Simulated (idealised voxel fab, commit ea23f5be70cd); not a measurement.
This is a process module. Its name is voxel trench capacitor.
Each square cell in cross-section cut measures 5 nm, and the section as a whole is 165 nm wide.
Cross-section format: a grid of square cells, given as bands from top to bottom; each band is one or more rows of cells. Band entry format. Leading values: height of top, height of bottom, nm. Remainder: materials in left-to-right order, each with its width in nm. Special words: "full width" on a single material, which then fills the band edge to edge; "empty", empty space. Heights are expressed relative to 0, this being the level below which the as-received wafer comprises one material exclusively. The lowest band is unbounded in the downward direction and is denoted as in "0 down". Per-row width for "30..40": begins at first number (top row of band), ends at second number (bottom row), increment between rows held constant. Where the words "no change occurred" appear for a step, the cross-section shows no cell changed by that step; every cell remained as before. This entry, "Closed void list", enumerates those empty regions of no fewer than 8 cells that possess no open connection to the top. Each region is reported in the form width x height at distance, the distance being taken from the left edge, with all three quantities expressed in nm. after a step's settings: what the simulator itself notes on the step. Regarding "overlay nm": on a step with a mask, it is the distance the mask lay to the right of its planned place; a negative value places it to the left.
# Planned step list for the process
1) RECEIVE (material Si)
2) CONFORMAL_DEP (material SiN; thk nm 10)
3) DIRECTIONAL_DEP (material aC; thk nm 10)
4) PATTERN (tone open; mask id TRENCH; material resist; width nm 25; pitch nm 50; thk nm 30; overlay nm 0)
5) DIRECTIONAL_ETCH (etch materials aC; depth nm 10)
6) STRIP (etch materials resist)
7) DIRECTIONAL_ETCH (etch materials SiN; depth nm 10)
8) DIRECTIONAL_ETCH (etch materials Si; depth nm 30)
9) STRIP (etch materials aC)
10) CONFORMAL_DEP (material HfO2; thk nm 5)
11) CONFORMAL_DEP (material TiN; thk nm 5)
12) FILL_DEP (material W; thk nm 5)
13) CMP (height nm 10)
# Account of the first of two wafers, which was processed as intended
# So this is the incoming wafer in cross-section - it's already been through step 1
> 0 down: Si full width
> Closed void list: none
# Upon completion of step 2, the wafer appears in cross-section as shown
> 10 to 0: SiN full width
> Beneath the level 0, the cross-section is identical to its previous state.
# Upon completion of step 3, the wafer appears in cross-section as shown
> 20 to 10: aC full width
> Beneath the level 10, the cross-section is identical to its previous state.
# Upon completion of step 4, the wafer appears in cross-section as shown
> 50 to 20: resist=45  empty=25  resist=25  empty=25  resist=45
> Beneath the level 20, the cross-section is identical to its previous state.
# Upon completion of step 5, the wafer appears in cross-section as shown
> 40 to 20: resist=45  empty=25  resist=25  empty=25  resist=45
> 20 to 10: aC=45  empty=25  aC=25  empty=25  aC=45
> Beneath the level 10, the cross-section is identical to its previous state.
# Upon completion of step 6, the wafer appears in cross-section as shown
> 20 to 10: aC=45  empty=25  aC=25  empty=25  aC=45
> Beneath the level 10, the cross-section is identical to its previous state.
# Upon completion of step 7, the wafer appears in cross-section as shown
> 20 to 10: aC=45  empty=25  aC=25  empty=25  aC=45
> 10 to 0: SiN=45  empty=25  SiN=25  empty=25  SiN=45
> Beneath the level 0, the cross-section is identical to its previous state.
# Upon completion of step 8, the wafer appears in cross-section as shown
> 20 to 10: aC=45  empty=25  aC=25  empty=25  aC=45
> 10 to 0: SiN=45  empty=25  SiN=25  empty=25  SiN=45
> 0 to -30: Si=45  empty=25  Si=25  empty=25  Si=45
> Beneath the level -30, the cross-section is identical to its previous state.
# Upon completion of step 9, the wafer appears in cross-section as shown
> 10 to 0: SiN=45  empty=25  SiN=25  empty=25  SiN=45
> Beneath the level 0, the cross-section is identical to its previous state.
# Upon completion of step 10, the wafer appears in cross-section as shown
> 15 to 10: HfO2=50  empty=15  HfO2=35  empty=15  HfO2=50
> 10 to 0: SiN=45  HfO2=5  empty=15  HfO2=5  SiN=25  HfO2=5  empty=15  HfO2=5  SiN=45
> 0 to -25: Si=45  HfO2=5  empty=15  HfO2=5  Si=25  HfO2=5  empty=15  HfO2=5  Si=45
> -25 to -30: Si=45  HfO2=25  Si=25  HfO2=25  Si=45
> Beneath the level -30, the cross-section is identical to its previous state.
# Upon completion of step 11, the wafer appears in cross-section as shown
> 20 to 15: TiN=55  empty=5  TiN=45  empty=5  TiN=55
> 15 to 10: HfO2=50  TiN=5  empty=5  TiN=5  HfO2=35  TiN=5  empty=5  TiN=5  HfO2=50
> 10 to 0: SiN=45  HfO2=5  TiN=5  empty=5  TiN=5  HfO2=5  SiN=25  HfO2=5  TiN=5  empty=5  TiN=5  HfO2=5  SiN=45
> 0 to -20: Si=45  HfO2=5  TiN=5  empty=5  TiN=5  HfO2=5  Si=25  HfO2=5  TiN=5  empty=5  TiN=5  HfO2=5  Si=45
> -20 to -25: Si=45  HfO2=5  TiN=15  HfO2=5  Si=25  HfO2=5  TiN=15  HfO2=5  Si=45
> Beneath the level -25, the cross-section is identical to its previous state.
# Upon completion of step 12, the wafer appears in cross-section as shown
> 25 to 20: W full width
> 20 to 15: TiN=55  W=5  TiN=45  W=5  TiN=55
> 15 to 10: HfO2=50  TiN=5  W=5  TiN=5  HfO2=35  TiN=5  W=5  TiN=5  HfO2=50
> 10 to 0: SiN=45  HfO2=5  TiN=5  W=5  TiN=5  HfO2=5  SiN=25  HfO2=5  TiN=5  W=5  TiN=5  HfO2=5  SiN=45
> 0 to -20: Si=45  HfO2=5  TiN=5  W=5  TiN=5  HfO2=5  Si=25  HfO2=5  TiN=5  W=5  TiN=5  HfO2=5  Si=45
> Beneath the level -20, the cross-section is identical to its previous state.
# Upon completion of step 13, the wafer appears in cross-section as shown
> 10 to 0: SiN=45  HfO2=5  TiN=5  W=5  TiN=5  HfO2=5  SiN=25  HfO2=5  TiN=5  W=5  TiN=5  HfO2=5  SiN=45
> Beneath the level 0, the cross-section is identical to its previous state.
# Second of two: same start, same plan, one run error; steps up to and including 9 match the first
# Cross-section: second wafer, time at which step 10 was scheduled to end
> 15 to 0: SiN=50  empty=15  SiN=35  empty=15  SiN=50
> 0 to -25: Si=45  SiN=5  empty=15  SiN=5  Si=25  SiN=5  empty=15  SiN=5  Si=45
> -25 to -30: Si=45  SiN=25  Si=25  SiN=25  Si=45
> Beneath the level -30, the cross-section is identical to its previous state.
# Cross-section: second wafer, time at which step 11 was scheduled to end
> 20 to 15: TiN=55  empty=5  TiN=45  empty=5  TiN=55
> 15 to 0: SiN=50  TiN=5  empty=5  TiN=5  SiN=35  TiN=5  empty=5  TiN=5  SiN=50
> 0 to -20: Si=45  SiN=5  TiN=5  empty=5  TiN=5  SiN=5  Si=25  SiN=5  TiN=5  empty=5  TiN=5  SiN=5  Si=45
> -20 to -25: Si=45  SiN=5  TiN=15  SiN=5  Si=25  SiN=5  TiN=15  SiN=5  Si=45
> Beneath the level -25, the cross-section is identical to its previous state.
# Cross-section: second wafer, time at which step 12 was scheduled to end
> 25 to 20: W full width
> 20 to 15: TiN=55  W=5  TiN=45  W=5  TiN=55
> 15 to 0: SiN=50  TiN=5  W=5  TiN=5  SiN=35  TiN=5  W=5  TiN=5  SiN=50
> 0 to -20: Si=45  SiN=5  TiN=5  W=5  TiN=5  SiN=5  Si=25  SiN=5  TiN=5  W=5  TiN=5  SiN=5  Si=45
> Beneath the level -20, the cross-section is identical to its previous state.
# Cross-section: second wafer, time at which step 13 was scheduled to end
> 10 to 0: SiN=50  TiN=5  W=5  TiN=5  SiN=35  TiN=5  W=5  TiN=5  SiN=50
> Beneath the level 0, the cross-section is identical to its previous state.
Error vs. plan: step 10, actual vs plan mismatch, actual run CONFORMAL_DEP (material SiN; thk nm 5)
Heads up, by the end the second wafer has more or fewer cells of some materials compared to the first: 38 fewer of HfO2, 38 more of SiN
